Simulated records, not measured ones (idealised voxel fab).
process module | voxel capacitor over wiring
cross-section cut | 175 nm wide | cells 5 nm
A cross-section is a grid of square cells, given in bands from the top down. A band is one or more rows of cells.
Each band's line starts with the height of the band's top and of its bottom, in nm. Then come its materials from left to right, each with its width in nm. One material with "throughout" fills the band from edge to edge. "air" is empty space.
Height 0 is the level under which the wafer as received is all one material. The lowest band goes on downwards, as in "0 down".
A width such as "30 to 40" changes by the same amount from each row of cells to the next, from the band's top row to its bottom row.
"no change" after a step means that no cell of the cross-section changed.
closed voids: empty space of 8 cells or more with no open way to the top, each as width x height at its distance from the left edge, in nm
after a step's settings: what the simulator itself notes on the step
overlay nm, on a step with a mask: how far to the right of its planned place the mask lay; to the left if negative
plan
1 op RECEIVE | material Si
2 op CONFORMAL_DEP | material SiO2 | thk nm 10
3 op DIRECTIONAL_DEP | material TiN | thk nm 5
4 op DIRECTIONAL_DEP | material W | thk nm 20
5 op DIRECTIONAL_DEP | material aC | thk nm 10
6 op PATTERN | tone cover | mask id METAL_1 | material resist | width nm 30 | pitch nm 80 | thk nm 25 | overlay nm 0
7 op DIRECTIONAL_ETCH | etch materials aC | depth nm 10
8 op STRIP | etch materials resist
9 op DIRECTIONAL_ETCH | etch materials W | depth nm 20
10 op DIRECTIONAL_ETCH | etch materials TiN | depth nm 5
11 op STRIP | etch materials aC
12 op CONFORMAL_DEP | material SiCN | thk nm 5
13 op FILL_DEP | material lowk | thk nm 10
14 op CMP | height nm 35
15 op CONFORMAL_DEP | material SiCN | thk nm 5
16 op DIRECTIONAL_DEP | material lowk | thk nm 10
17 op PATTERN | tone open | mask id PLUG_1 | material resist | width nm 15 | thk nm 15 | overlay nm 0
18 op DIRECTIONAL_ETCH | etch materials lowk | depth nm 10
19 op DIRECTIONAL_ETCH | etch materials SiCN | depth nm 5
20 op STRIP | etch materials resist
21 op EPI | material Ru | thk nm 10
22 op EPI | material Ru | thk nm 5
23 op DIRECTIONAL_DEP | material TiN | thk nm 10
24 op DIRECTIONAL_DEP | material SiN | thk nm 5
25 op DIRECTIONAL_DEP | material TiN | thk nm 10
26 op PATTERN | tone cover | mask id UPPER_PLATE | material resist | width nm 55 | thk nm 15 | overlay nm 0
27 op DIRECTIONAL_ETCH | etch materials TiN | depth nm 10
28 op DIRECTIONAL_ETCH | etch materials SiN | depth nm 5
29 op STRIP | etch materials resist
30 op MASKED_ETCH | tone cover | mask id LOWER_PLATE | width nm 65 | etch materials TiN | depth nm 10 | overlay nm 0
31 op FILL_DEP | material SiO2 | thk nm 20
32 op CMP | height nm 90
33 op PATTERN | tone open | mask id PLUG_2 | material resist | width nm 15 | thk nm 15 | overlay nm 0
34 op DIRECTIONAL_ETCH | etch materials SiO2 | depth nm 15
35 op STRIP | etch materials resist
36 op CONFORMAL_DEP | material TiN | thk nm 5
37 op FILL_DEP | material Ru | thk nm 10
38 op CMP | height nm 90
39 op CONFORMAL_DEP | material SiCN | thk nm 5
first wafer, as planned
as received, after step 1
  0 down: Si throughout
  closed voids: none
after step 2
  10 to 0: SiO2 throughout
  below 0: unchanged
after step 3
  15 to 10: TiN throughout
  below 10: unchanged
after step 4
  35 to 15: W throughout
  below 15: unchanged
after step 5
  45 to 35: aC throughout
  below 35: unchanged
after step 6
  70 to 45: air 30 | resist 30 | air 50 | resist 30 | air 35
  below 45: unchanged
after step 7
  60 to 45: air 30 | resist 30 | air 50 | resist 30 | air 35
  45 to 35: air 30 | aC 30 | air 50 | aC 30 | air 35
  below 35: unchanged
after step 8
  45 to 35: air 30 | aC 30 | air 50 | aC 30 | air 35
  below 35: unchanged
after step 9
  45 to 35: air 30 | aC 30 | air 50 | aC 30 | air 35
  35 to 15: air 30 | W 30 | air 50 | W 30 | air 35
  below 15: unchanged
after step 10
  45 to 35: air 30 | aC 30 | air 50 | aC 30 | air 35
  35 to 15: air 30 | W 30 | air 50 | W 30 | air 35
  15 to 10: air 30 | TiN 30 | air 50 | TiN 30 | air 35
  below 10: unchanged
after step 11
  35 to 15: air 30 | W 30 | air 50 | W 30 | air 35
  below 15: unchanged
after step 12
  40 to 35: air 25 | SiCN 40 | air 40 | SiCN 40 | air 30
  35 to 15: air 25 | SiCN 5 | W 30 | SiCN 5 | air 40 | SiCN 5 | W 30 | SiCN 5 | air 30
  15 to 10: SiCN 30 | TiN 30 | SiCN 50 | TiN 30 | SiCN 35
  below 10: unchanged
after step 13
  50 to 40: lowk throughout
  40 to 35: lowk 25 | SiCN 40 | lowk 40 | SiCN 40 | lowk 30
  35 to 15: lowk 25 | SiCN 5 | W 30 | SiCN 5 | lowk 40 | SiCN 5 | W 30 | SiCN 5 | lowk 30
  below 15: unchanged
after step 14
  35 to 15: lowk 25 | SiCN 5 | W 30 | SiCN 5 | lowk 40 | SiCN 5 | W 30 | SiCN 5 | lowk 30
  below 15: unchanged
after step 15
  40 to 35: SiCN throughout
  below 35: unchanged
after step 16
  50 to 40: lowk throughout
  below 40: unchanged
after step 17
  65 to 50: resist 45 | air 15 | resist 115
  below 50: unchanged
after step 18
  65 to 50: resist 45 | air 15 | resist 115
  50 to 40: lowk 45 | air 15 | lowk 115
  below 40: unchanged
after step 19
  65 to 50: resist 45 | air 15 | resist 115
  50 to 40: lowk 45 | air 15 | lowk 115
  40 to 35: SiCN 45 | air 15 | SiCN 115
  below 35: unchanged
after step 20
  50 to 40: lowk 45 | air 15 | lowk 115
  below 40: unchanged
after step 21
  50 to 45: lowk 45 | air 15 | lowk 115
  45 to 40: lowk 45 | Ru 15 | lowk 115
  40 to 35: SiCN 45 | Ru 15 | SiCN 115
  below 35: unchanged
after step 22
  50 to 40: lowk 45 | Ru 15 | lowk 115
  below 40: unchanged
after step 23
  60 to 50: TiN throughout
  below 50: unchanged
after step 24
  65 to 60: SiN throughout
  below 60: unchanged
after step 25
  75 to 65: TiN throughout
  below 65: unchanged
after step 26
  90 to 75: air 45 | resist 55 | air 75
  below 75: unchanged
after step 27
  90 to 75: air 45 | resist 55 | air 75
  75 to 65: air 45 | TiN 55 | air 75
  below 65: unchanged
after step 28
  90 to 75: air 45 | resist 55 | air 75
  75 to 65: air 45 | TiN 55 | air 75
  65 to 60: air 45 | SiN 55 | air 75
  below 60: unchanged
after step 29
  75 to 65: air 45 | TiN 55 | air 75
  below 65: unchanged
after step 30
  75 to 65: air 45 | TiN 55 | air 75
  65 to 60: air 45 | SiN 55 | air 75
  60 to 50: air 40 | TiN 65 | air 70
  below 50: unchanged
after step 31
  95 to 75: SiO2 throughout
  75 to 65: SiO2 45 | TiN 55 | SiO2 75
  65 to 60: SiO2 45 | SiN 55 | SiO2 75
  60 to 50: SiO2 40 | TiN 65 | SiO2 70
  below 50: unchanged
after step 32
  90 to 75: SiO2 throughout
  below 75: unchanged
after step 33
  105 to 90: resist 55 | air 15 | resist 105
  below 90: unchanged
after step 34
  105 to 90: resist 55 | air 15 | resist 105
  90 to 75: SiO2 55 | air 15 | SiO2 105
  below 75: unchanged
after step 35
  90 to 75: SiO2 55 | air 15 | SiO2 105
  below 75: unchanged
after step 36
  95 to 90: TiN 60 | air 5 | TiN 110
  90 to 80: SiO2 55 | TiN 5 | air 5 | TiN 5 | SiO2 105
  80 to 75: SiO2 55 | TiN 15 | SiO2 105
  below 75: unchanged
after step 37
  105 to 95: Ru throughout
  95 to 90: TiN 60 | Ru 5 | TiN 110
  90 to 80: SiO2 55 | TiN 5 | Ru 5 | TiN 5 | SiO2 105
  below 80: unchanged
after step 38
  90 to 80: SiO2 55 | TiN 5 | Ru 5 | TiN 5 | SiO2 105
  below 80: unchanged
after step 39
  95 to 90: SiCN throughout
  below 90: unchanged
second wafer: like start, like plan, one mistake. Through step 20 it matches the first wafer
when step 21 should have ended
  55 to 50: air 40 | Ru 25 | air 110
  50 to 40: lowk 45 | Ru 15 | lowk 115
  40 to 35: SiCN 45 | Ru 15 | SiCN 115
  below 35: unchanged
when step 22 should have ended
  60 to 50: air 35 | Ru 35 | air 105
  below 50: unchanged
when step 23 should have ended
  70 to 60: air 35 | TiN 35 | air 105
  60 to 50: TiN 35 | Ru 35 | TiN 105
  below 50: unchanged
when step 24 should have ended
  75 to 70: air 35 | SiN 35 | air 105
  70 to 65: air 35 | TiN 35 | air 105
  65 to 60: SiN 35 | TiN 35 | SiN 105
  below 60: unchanged
when step 25 should have ended
  85 to 75: air 35 | TiN 35 | air 105
  75 to 70: TiN 35 | SiN 35 | TiN 105
  70 to 65: TiN throughout
  below 65: unchanged
when step 26 should have ended
  100 to 85: air 45 | resist 55 | air 75
  85 to 75: air 35 | TiN 35 | resist 30 | air 75
  below 75: unchanged
when step 27 should have ended
  100 to 85: air 45 | resist 55 | air 75
  85 to 75: air 45 | TiN 25 | resist 30 | air 75
  75 to 70: air 35 | SiN 35 | TiN 30 | air 75
  70 to 65: air 35 | TiN 65 | air 75
  below 65: unchanged
when step 28 should have ended
  100 to 85: air 45 | resist 55 | air 75
  85 to 75: air 45 | TiN 25 | resist 30 | air 75
  75 to 70: air 45 | SiN 25 | TiN 30 | air 75
  70 to 65: air 35 | TiN 65 | air 75
  65 to 60: air 35 | TiN 35 | SiN 30 | air 75
  below 60: unchanged
when step 29 should have ended
  85 to 75: air 45 | TiN 25 | air 105
  below 75: unchanged
when step 30 should have ended
  85 to 75: air 45 | TiN 25 | air 105
  75 to 70: air 45 | SiN 25 | TiN 30 | air 75
  70 to 65: air 40 | TiN 60 | air 75
  65 to 60: air 40 | TiN 30 | SiN 30 | air 75
  60 to 50: air 35 | Ru 35 | TiN 35 | air 70
  below 50: unchanged
when step 31 should have ended
  105 to 85: SiO2 throughout
  85 to 75: SiO2 45 | TiN 25 | SiO2 105
  75 to 70: SiO2 45 | SiN 25 | TiN 30 | SiO2 75
  70 to 65: SiO2 40 | TiN 60 | SiO2 75
  65 to 60: SiO2 40 | TiN 30 | SiN 30 | SiO2 75
  60 to 50: SiO2 35 | Ru 35 | TiN 35 | SiO2 70
  below 50: unchanged
when step 32 should have ended
  90 to 85: SiO2 throughout
  below 85: unchanged
when step 33 should have ended
  105 to 90: resist 55 | air 15 | resist 105
  below 90: unchanged
when step 34 should have ended
  105 to 90: resist 55 | air 15 | resist 105
  90 to 85: SiO2 55 | air 15 | SiO2 105
  below 85: unchanged
when step 35 should have ended
  90 to 85: SiO2 55 | air 15 | SiO2 105
  below 85: unchanged
when step 36 should have ended
  95 to 90: TiN 60 | air 5 | TiN 110
  90 to 85: SiO2 55 | TiN 15 | SiO2 105
  below 85: unchanged
when step 37 should have ended
  105 to 95: Ru throughout
  95 to 90: TiN 60 | Ru 5 | TiN 110
  below 90: unchanged
when step 38 should have ended
  90 to 85: SiO2 55 | TiN 15 | SiO2 105
  below 85: unchanged
when step 39 should have ended
  95 to 90: SiCN throughout
  below 90: unchanged
what went wrong: step 21 was run twice
at the end the second wafer has, in cells: 12 more of Ru | 8 fewer of SiO2 | 4 fewer of TiN
